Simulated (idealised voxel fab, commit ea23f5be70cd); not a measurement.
process module | voxel transistor to metal
cross-section cut | 280 nm wide | cells 5 nm
A cross-section is a grid of square cells, given in bands from the top down. A band is one or more rows of cells.
Each band's line starts with the height of the band's top and of its bottom, in nm. Then come its materials from left to right, each with its width in nm. One material with "throughout" fills the band from edge to edge. "air" is empty space.
Height 0 is the level under which the wafer as received is all one material. The lowest band goes on downwards, as in "0 down".
A width such as "30 to 40" changes by the same amount from each row of cells to the next, from the band's top row to its bottom row.
"no change" after a step means that no cell of the cross-section changed.
closed voids: empty space of 8 cells or more with no open way to the top, each as width x height at its distance from the left edge, in nm
after a step's settings: what the simulator itself notes on the step
overlay nm, on a step with a mask: how far to the right of its planned place the mask lay; to the left if negative
plan
1 op RECEIVE | material Si
2 op OXIDIZE | depth nm 5
3 op CONFORMAL_DEP | material SiN | thk nm 15
4 op MASKED_ETCH | tone cover | mask id ACTIVE | width nm 100 | pitch nm 130 | etch materials SiN | depth nm 15 | overlay nm 0
5 op MASKED_ETCH | tone cover | mask id ACTIVE | width nm 100 | pitch nm 130 | etch materials SiO2 | depth nm 5 | overlay nm 0
6 op MASKED_ETCH | tone cover | mask id ACTIVE | width nm 100 | pitch nm 130 | etch materials Si | depth nm 25 | overlay nm 0
7 op OXIDIZE | depth nm 5
8 op FILL_DEP | material SiO2 | thk nm 5
9 op CMP | height nm 15
10 op SELECTIVE_ETCH | etch materials SiO2 | depth nm 15
11 op STRIP | etch materials SiN
12 op SELECTIVE_ETCH | etch materials SiO2 | depth nm 5
13 op OXIDIZE | depth nm 5
14 op DIRECTIONAL_DEP | material polySi | thk nm 20
15 op DIRECTIONAL_DEP | material SiCN | thk nm 10
16 op MASKED_ETCH | tone cover | mask id GATE | width nm 20 | pitch nm 130 | etch materials SiCN | depth nm 20 | overlay nm 0
17 op MASKED_ETCH | tone cover | mask id GATE | width nm 20 | pitch nm 130 | etch materials polySi | depth nm 30 | overlay nm 0
18 op CONFORMAL_DEP | material SiN | thk nm 5
19 op DIRECTIONAL_ETCH | etch materials SiN | depth nm 5
20 op DIRECTIONAL_ETCH | etch materials SiO2 | depth nm 5
21 op EPI | material pSi | thk nm 5
22 op FILL_DEP | material SiO2 | thk nm 10
23 op CMP | height nm 25
24 op DIRECTIONAL_DEP | material SiO2 | thk nm 10
25 op DIRECTIONAL_DEP | material aC | thk nm 15
26 op PATTERN | tone open | mask id CONTACT | material resist | width nm 30 | thk nm 30 | overlay nm 0
27 op DIRECTIONAL_ETCH | etch materials aC | depth nm 15
28 op STRIP | etch materials resist
29 op DIRECTIONAL_ETCH | etch materials SiO2 | depth nm 40
30 op STRIP | etch materials aC
31 op CONFORMAL_DEP | material TiN | thk nm 5
32 op FILL_DEP | material W | thk nm 10
33 op CMP | height nm 35
34 op CONFORMAL_DEP | material SiN | thk nm 5
35 op DIRECTIONAL_DEP | material SiO2 | thk nm 15
36 op DIRECTIONAL_DEP | material aC | thk nm 10
37 op PATTERN | tone open | mask id METAL_1 | material resist | width nm 15 | thk nm 30 | overlay nm -15
38 op DIRECTIONAL_ETCH | etch materials aC | depth nm 10
39 op STRIP | etch materials resist
40 op DIRECTIONAL_ETCH | etch materials SiO2 | depth nm 15
41 op DIRECTIONAL_ETCH | etch materials SiN | depth nm 5
42 op STRIP | etch materials aC
43 op CONFORMAL_DEP | material TiN | thk nm 5
44 op FILL_DEP | material Cu | thk nm 10
45 op CMP | height nm 55
46 op CONFORMAL_DEP | material SiN | thk nm 5
varied across the wafers: overlay nm of step 37. The plan shows the first wafer's value. All wafers start alike
first wafer as received, after step 1
  0 down: Si throughout
  closed voids: none
first wafer at the end, after step 46
  60 to 55: SiN throughout
  55 to 40: SiO2 15 | TiN 5 | Cu 5 | TiN 5 | SiO2 60 | TiN 5 | Cu 5 | TiN 5 | SiO2 40 | TiN 5 | Cu 5 | TiN 5 | SiO2 60 | TiN 5 | Cu 5 | TiN 5 | SiO2 45
  40 to 35: SiN 15 | TiN 15 | SiN 60 | TiN 15 | SiN 40 | TiN 15 | SiN 60 | TiN 15 | SiN 45
  35 to 25: SiO2 30 | TiN 5 | W 20 | TiN 5 | SiO2 30 | TiN 5 | W 20 | TiN 5 | SiO2 40 | TiN 5 | W 20 | TiN 5 | SiO2 30 | TiN 5 | W 20 | TiN 5 | SiO2 30
  25 to 15: SiO2 30 | TiN 5 | W 20 | TiN 5 | SiN 5 | SiCN 20 | SiN 5 | TiN 5 | W 20 | TiN 5 | SiO2 40 | TiN 5 | W 20 | TiN 5 | SiN 5 | SiCN 20 | SiN 5 | TiN 5 | W 20 | TiN 5 | SiO2 30
  15 to 0: SiO2 30 | TiN 5 | W 20 | TiN 5 | SiN 5 | polySi 20 | SiN 5 | TiN 5 | W 20 | TiN 5 | SiO2 40 | TiN 5 | W 20 | TiN 5 | SiN 5 | polySi 20 | SiN 5 | TiN 5 | W 20 | TiN 5 | SiO2 30
  0 to -5: SiO2 30 | TiN 30 | SiN 5 | polySi 20 | SiN 5 | TiN 30 | SiO2 40 | TiN 30 | SiN 5 | polySi 20 | SiN 5 | TiN 30 | SiO2 30
  -5 to -10: SiO2 25 | pSi 35 | SiO2 30 | pSi 35 | SiO2 30 | pSi 35 | SiO2 30 | pSi 35 | SiO2 25
  -10 to -35: SiO2 30 | Si 90 | SiO2 40 | Si 90 | SiO2 30
  -35 down: Si throughout
  closed voids: none
last wafer at the end
  60 to 55: SiN throughout
  55 to 40: SiO2 45 | TiN 5 | Cu 5 | TiN 5 | SiO2 60 | TiN 5 | Cu 5 | TiN 5 | SiO2 40 | TiN 5 | Cu 5 | TiN 5 | SiO2 60 | TiN 5 | Cu 5 | TiN 5 | SiO2 15
  40 to 35: SiN 45 | TiN 15 | SiN 60 | TiN 15 | SiN 40 | TiN 15 | SiN 60 | TiN 15 | SiN 15
  35 to 25: SiO2 30 | TiN 5 | W 20 | TiN 5 | SiO2 30 | TiN 5 | W 20 | TiN 5 | SiO2 40 | TiN 5 | W 20 | TiN 5 | SiO2 30 | TiN 5 | W 20 | TiN 5 | SiO2 30
  25 to 15: SiO2 30 | TiN 5 | W 20 | TiN 5 | SiN 5 | SiCN 20 | SiN 5 | TiN 5 | W 20 | TiN 5 | SiO2 40 | TiN 5 | W 20 | TiN 5 | SiN 5 | SiCN 20 | SiN 5 | TiN 5 | W 20 | TiN 5 | SiO2 30
  15 to 0: SiO2 30 | TiN 5 | W 20 | TiN 5 | SiN 5 | polySi 20 | SiN 5 | TiN 5 | W 20 | TiN 5 | SiO2 40 | TiN 5 | W 20 | TiN 5 | SiN 5 | polySi 20 | SiN 5 | TiN 5 | W 20 | TiN 5 | SiO2 30
  0 to -5: SiO2 30 | TiN 30 | SiN 5 | polySi 20 | SiN 5 | TiN 30 | SiO2 40 | TiN 30 | SiN 5 | polySi 20 | SiN 5 | TiN 30 | SiO2 30
  -5 to -10: SiO2 25 | pSi 35 | SiO2 30 | pSi 35 | SiO2 30 | pSi 35 | SiO2 30 | pSi 35 | SiO2 25
  -10 to -35: SiO2 30 | Si 90 | SiO2 40 | Si 90 | SiO2 30
  -35 down: Si throughout
  closed voids: none
each wafer at the end: cells of each material gained (+) or lost (-) since it was received, then its closed voids
overlay nm -15 | +12 Cu | -212 Si | +16 SiCN | +124 SiN | +444 SiO2 | +116 TiN | +112 W | +28 pSi | +32 polySi | closed voids: none
overlay nm -10 | +12 Cu | -212 Si | +16 SiCN | +124 SiN | +444 SiO2 | +116 TiN | +112 W | +28 pSi | +32 polySi | closed voids: none
overlay nm -5 | +12 Cu | -212 Si | +16 SiCN | +124 SiN | +444 SiO2 | +116 TiN | +112 W | +28 pSi | +32 polySi | closed voids: none
overlay nm 0 | +12 Cu | -212 Si | +16 SiCN | +124 SiN | +444 SiO2 | +116 TiN | +112 W | +28 pSi | +32 polySi | closed voids: none
overlay nm 5 | +12 Cu | -212 Si | +16 SiCN | +124 SiN | +444 SiO2 | +116 TiN | +112 W | +28 pSi | +32 polySi | closed voids: none
overlay nm 10 | +12 Cu | -212 Si | +16 SiCN | +124 SiN | +444 SiO2 | +116 TiN | +112 W | +28 pSi | +32 polySi | closed voids: none
overlay nm 15 | +12 Cu | -212 Si | +16 SiCN | +124 SiN | +444 SiO2 | +116 TiN | +112 W | +28 pSi | +32 polySi | closed voids: none
